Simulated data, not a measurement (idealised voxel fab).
Presented below is a process module, voxel self aligned vias.
Section cut is 140 nm wide and gridded with 5 nm square cells.
If you're reading a cross-section in this doc, picture square cells in a grid; it comes to you as bands, top ones listed first down to the bottom, and a band can be one or more rows of cells.
The band entry comprises the height of the band's top followed by the height of its bottom, expressed in nm, and subsequently the band's materials from left to right, each stated together with its width in nm. Where a single material is marked with the word "throughout", that material fills the band from edge to edge. The word "air" represents empty space.
Below 0: as-received wafer, all one material; heights counted from there. Lowest band: no bottom, goes on down, written "0 -> down".
The expression "30->40" gives the width at the extremes of the band, the first number at its top row of cells and the second at its bottom row, with the width changing by equal amounts from each row to the next in between.
It should be understood that the words "everything unchanged", when stated for a given step, signify that the cross-section underwent no change in any of its cells during that step.
Listed in "Closed cavities": every empty space of 8 or more cells without an open way to the top. Form: width x height at distance, the distance being from the left edge, all in nm.
Whatever follows a step's settings on its line is a remark the simulator itself makes about that step.
You can add "overlay nm" to a step's line. For a step with a mask, it describes how far the mask lay to the right of its planned position, and a negative number describes a lay to the left.

[plan]
1,RECEIVE, material Si
2,CONFORMAL_DEP, material SiO2, thk nm 10
3,CONFORMAL_DEP, material SiCN, thk nm 5
4,DIRECTIONAL_DEP, material lowk, thk nm 30
5,PATTERN, tone open, mask id LINES, material resist, width nm 20, pitch nm 45, thk nm 20, overlay nm 0
6,DIRECTIONAL_ETCH, etch materials lowk, depth nm 30
7,STRIP, etch materials resist
8,CONFORMAL_DEP, material TiN, thk nm 5
9,FILL_DEP, material W, thk nm 10
10,CMP, height nm 45
11,SELECTIVE_ETCH, etch materials W Ru TiN, depth nm 10
12,FILL_DEP, material SiN, thk nm 5
13,CMP, height nm 45
14,DIRECTIONAL_DEP, material lowk, thk nm 20
15,DIRECTIONAL_DEP, material aC, thk nm 10
16,PATTERN, tone open, mask id VIAS, material resist, width nm 30, pitch nm 45, thk nm 25, overlay nm 0
17,DIRECTIONAL_ETCH, etch materials aC, depth nm 10
18,STRIP, etch materials resist
19,DIRECTIONAL_ETCH, etch materials lowk, depth nm 20
20,DIRECTIONAL_ETCH, etch materials SiN, depth nm 10
21,STRIP, etch materials aC
22,CONFORMAL_DEP, material TiN, thk nm 5
23,FILL_DEP, material Cu, thk nm 10
24,CMP, height nm 65
25,CONFORMAL_DEP, material SiCN, thk nm 5

[First of two wafers, with the run carried out as planned]

[Incoming wafer in cross-section (state: after step 1)]
0 -> down = Si throughout
Closed cavities: none

[Sectional view: wafer, after step 2]
10 -> 0 = SiO2 throughout
Nothing below the height 0 has changed.

[Sectional view: wafer, after step 3]
15 -> 10 = SiCN throughout
Nothing below the height 10 has changed.

[Sectional view: wafer, after step 4]
45 -> 15 = lowk throughout
Nothing below the height 15 has changed.

[Sectional view: wafer, after step 5]
65 -> 45 = 35 nm resist; 20 nm air; 25 nm resist; 20 nm air; 40 nm resist
Nothing below the height 45 has changed.

[Sectional view: wafer, after step 6]
65 -> 45 = 35 nm resist; 20 nm air; 25 nm resist; 20 nm air; 40 nm resist
45 -> 15 = 35 nm lowk; 20 nm air; 25 nm lowk; 20 nm air; 40 nm lowk
Nothing below the height 15 has changed.

[Sectional view: wafer, after step 7]
45 -> 15 = 35 nm lowk; 20 nm air; 25 nm lowk; 20 nm air; 40 nm lowk
Nothing below the height 15 has changed.

[Sectional view: wafer, after step 8]
50 -> 45 = 40 nm TiN; 10 nm air; 35 nm TiN; 10 nm air; 45 nm TiN
45 -> 20 = 35 nm lowk; 5 nm TiN; 10 nm air; 5 nm TiN; 25 nm lowk; 5 nm TiN; 10 nm air; 5 nm TiN; 40 nm lowk
20 -> 15 = 35 nm lowk; 20 nm TiN; 25 nm lowk; 20 nm TiN; 40 nm lowk
Nothing below the height 15 has changed.

[Sectional view: wafer, after step 9]
60 -> 50 = W throughout
50 -> 45 = 40 nm TiN; 10 nm W; 35 nm TiN; 10 nm W; 45 nm TiN
45 -> 20 = 35 nm lowk; 5 nm TiN; 10 nm W; 5 nm TiN; 25 nm lowk; 5 nm TiN; 10 nm W; 5 nm TiN; 40 nm lowk
Nothing below the height 20 has changed.

[Sectional view: wafer, after step 10]
45 -> 20 = 35 nm lowk; 5 nm TiN; 10 nm W; 5 nm TiN; 25 nm lowk; 5 nm TiN; 10 nm W; 5 nm TiN; 40 nm lowk
Nothing below the height 20 has changed.

[Sectional view: wafer, after step 11]
45 -> 35 = 35 nm lowk; 20 nm air; 25 nm lowk; 20 nm air; 40 nm lowk
Nothing below the height 35 has changed.

[Sectional view: wafer, after step 12]
50 -> 45 = SiN throughout
45 -> 35 = 35 nm lowk; 20 nm SiN; 25 nm lowk; 20 nm SiN; 40 nm lowk
Nothing below the height 35 has changed.

[Sectional view: wafer, after step 13]
45 -> 35 = 35 nm lowk; 20 nm SiN; 25 nm lowk; 20 nm SiN; 40 nm lowk
Nothing below the height 35 has changed.

[Sectional view: wafer, after step 14]
65 -> 45 = lowk throughout
Nothing below the height 45 has changed.

[Sectional view: wafer, after step 15]
75 -> 65 = aC throughout
Nothing below the height 65 has changed.

[Sectional view: wafer, after step 16]
100 -> 75 = 30 nm resist; 30 nm air; 15 nm resist; 30 nm air; 35 nm resist
Nothing below the height 75 has changed.

[Sectional view: wafer, after step 17]
90 -> 75 = 30 nm resist; 30 nm air; 15 nm resist; 30 nm air; 35 nm resist
75 -> 65 = 30 nm aC; 30 nm air; 15 nm aC; 30 nm air; 35 nm aC
Nothing below the height 65 has changed.

[Sectional view: wafer, after step 18]
75 -> 65 = 30 nm aC; 30 nm air; 15 nm aC; 30 nm air; 35 nm aC
Nothing below the height 65 has changed.

[Sectional view: wafer, after step 19]
75 -> 65 = 30 nm aC; 30 nm air; 15 nm aC; 30 nm air; 35 nm aC
65 -> 45 = 30 nm lowk; 30 nm air; 15 nm lowk; 30 nm air; 35 nm lowk
Nothing below the height 45 has changed.

[Sectional view: wafer, after step 20]
75 -> 65 = 30 nm aC; 30 nm air; 15 nm aC; 30 nm air; 35 nm aC
65 -> 45 = 30 nm lowk; 30 nm air; 15 nm lowk; 30 nm air; 35 nm lowk
45 -> 35 = 35 nm lowk; 20 nm air; 25 nm lowk; 20 nm air; 40 nm lowk
Nothing below the height 35 has changed.

[Sectional view: wafer, after step 21]
65 -> 45 = 30 nm lowk; 30 nm air; 15 nm lowk; 30 nm air; 35 nm lowk
Nothing below the height 45 has changed.

[Sectional view: wafer, after step 22]
70 -> 65 = 35 nm TiN; 20 nm air; 25 nm TiN; 20 nm air; 40 nm TiN
65 -> 50 = 30 nm lowk; 5 nm TiN; 20 nm air; 5 nm TiN; 15 nm lowk; 5 nm TiN; 20 nm air; 5 nm TiN; 35 nm lowk
50 -> 40 = 30->35 nm lowk; 10->5 nm TiN; 10 nm air; 10->5 nm TiN; 15->25 nm lowk; 10->5 nm TiN; 10 nm air; 10->5 nm TiN; 35->40 nm lowk
40 -> 35 = 35 nm lowk; 20 nm TiN; 25 nm lowk; 20 nm TiN; 40 nm lowk
Nothing below the height 35 has changed.

[Sectional view: wafer, after step 23]
80 -> 70 = Cu throughout
70 -> 65 = 35 nm TiN; 20 nm Cu; 25 nm TiN; 20 nm Cu; 40 nm TiN
65 -> 50 = 30 nm lowk; 5 nm TiN; 20 nm Cu; 5 nm TiN; 15 nm lowk; 5 nm TiN; 20 nm Cu; 5 nm TiN; 35 nm lowk
50 -> 40 = 30->35 nm lowk; 10->5 nm TiN; 10 nm Cu; 10->5 nm TiN; 15->25 nm lowk; 10->5 nm TiN; 10 nm Cu; 10->5 nm TiN; 35->40 nm lowk
Nothing below the height 40 has changed.

[Sectional view: wafer, after step 24]
65 -> 50 = 30 nm lowk; 5 nm TiN; 20 nm Cu; 5 nm TiN; 15 nm lowk; 5 nm TiN; 20 nm Cu; 5 nm TiN; 35 nm lowk
Nothing below the height 50 has changed.

[Sectional view: wafer, after step 25]
70 -> 65 = SiCN throughout
Nothing below the height 65 has changed.

[Second wafer, same starting state and plan as the first, one mistake in the run, identical through step 15]

[Look at the second wafer in cross-section at the time step 16 ought to have finished]
100 -> 75 = 35 nm resist; 30 nm air; 15 nm resist; 30 nm air; 30 nm resist
Nothing below the height 75 has changed.

[Look at the second wafer in cross-section at the time step 17 ought to have finished]
90 -> 75 = 35 nm resist; 30 nm air; 15 nm resist; 30 nm air; 30 nm resist
75 -> 65 = 35 nm aC; 30 nm air; 15 nm aC; 30 nm air; 30 nm aC
Nothing below the height 65 has changed.

[Look at the second wafer in cross-section at the time step 18 ought to have finished]
75 -> 65 = 35 nm aC; 30 nm air; 15 nm aC; 30 nm air; 30 nm aC
Nothing below the height 65 has changed.

[Look at the second wafer in cross-section at the time step 19 ought to have finished]
75 -> 65 = 35 nm aC; 30 nm air; 15 nm aC; 30 nm air; 30 nm aC
65 -> 45 = 35 nm lowk; 30 nm air; 15 nm lowk; 30 nm air; 30 nm lowk
Nothing below the height 45 has changed.

[Look at the second wafer in cross-section at the time step 20 ought to have finished]
75 -> 65 = 35 nm aC; 30 nm air; 15 nm aC; 30 nm air; 30 nm aC
65 -> 45 = 35 nm lowk; 30 nm air; 15 nm lowk; 30 nm air; 30 nm lowk
45 -> 35 = 35 nm lowk; 20 nm air; 25 nm lowk; 20 nm air; 40 nm lowk
Nothing below the height 35 has changed.

[Look at the second wafer in cross-section at the time step 21 ought to have finished]
65 -> 45 = 35 nm lowk; 30 nm air; 15 nm lowk; 30 nm air; 30 nm lowk
Nothing below the height 45 has changed.

[Look at the second wafer in cross-section at the time step 22 ought to have finished]
70 -> 65 = 40 nm TiN; 20 nm air; 25 nm TiN; 20 nm air; 35 nm TiN
65 -> 50 = 35 nm lowk; 5 nm TiN; 20 nm air; 5 nm TiN; 15 nm lowk; 5 nm TiN; 20 nm air; 5 nm TiN; 30 nm lowk
50 -> 40 = 35 nm lowk; 5 nm TiN; 10 nm air; 15->5 nm TiN; 15->25 nm lowk; 5 nm TiN; 10 nm air; 15->5 nm TiN; 30->40 nm lowk
40 -> 35 = 35 nm lowk; 20 nm TiN; 25 nm lowk; 20 nm TiN; 40 nm lowk
Nothing below the height 35 has changed.

[Look at the second wafer in cross-section at the time step 23 ought to have finished]
80 -> 70 = Cu throughout
70 -> 65 = 40 nm TiN; 20 nm Cu; 25 nm TiN; 20 nm Cu; 35 nm TiN
65 -> 50 = 35 nm lowk; 5 nm TiN; 20 nm Cu; 5 nm TiN; 15 nm lowk; 5 nm TiN; 20 nm Cu; 5 nm TiN; 30 nm lowk
50 -> 40 = 35 nm lowk; 5 nm TiN; 10 nm Cu; 15->5 nm TiN; 15->25 nm lowk; 5 nm TiN; 10 nm Cu; 15->5 nm TiN; 30->40 nm lowk
Nothing below the height 40 has changed.

[Look at the second wafer in cross-section at the time step 24 ought to have finished]
65 -> 50 = 35 nm lowk; 5 nm TiN; 20 nm Cu; 5 nm TiN; 15 nm lowk; 5 nm TiN; 20 nm Cu; 5 nm TiN; 30 nm lowk
Nothing below the height 50 has changed.

[Look at the second wafer in cross-section at the time step 25 ought to have finished]
70 -> 65 = SiCN throughout
Nothing below the height 65 has changed.
Processing error: so step 16 ended up running with a different setting than we planned, it ran as PATTERN, tone open, mask id VIAS, material resist, width nm 30, pitch nm 45, thk nm 25, overlay nm 5
At the close, every material occupies the same number of cells on the second wafer as on the first, only in different positions.
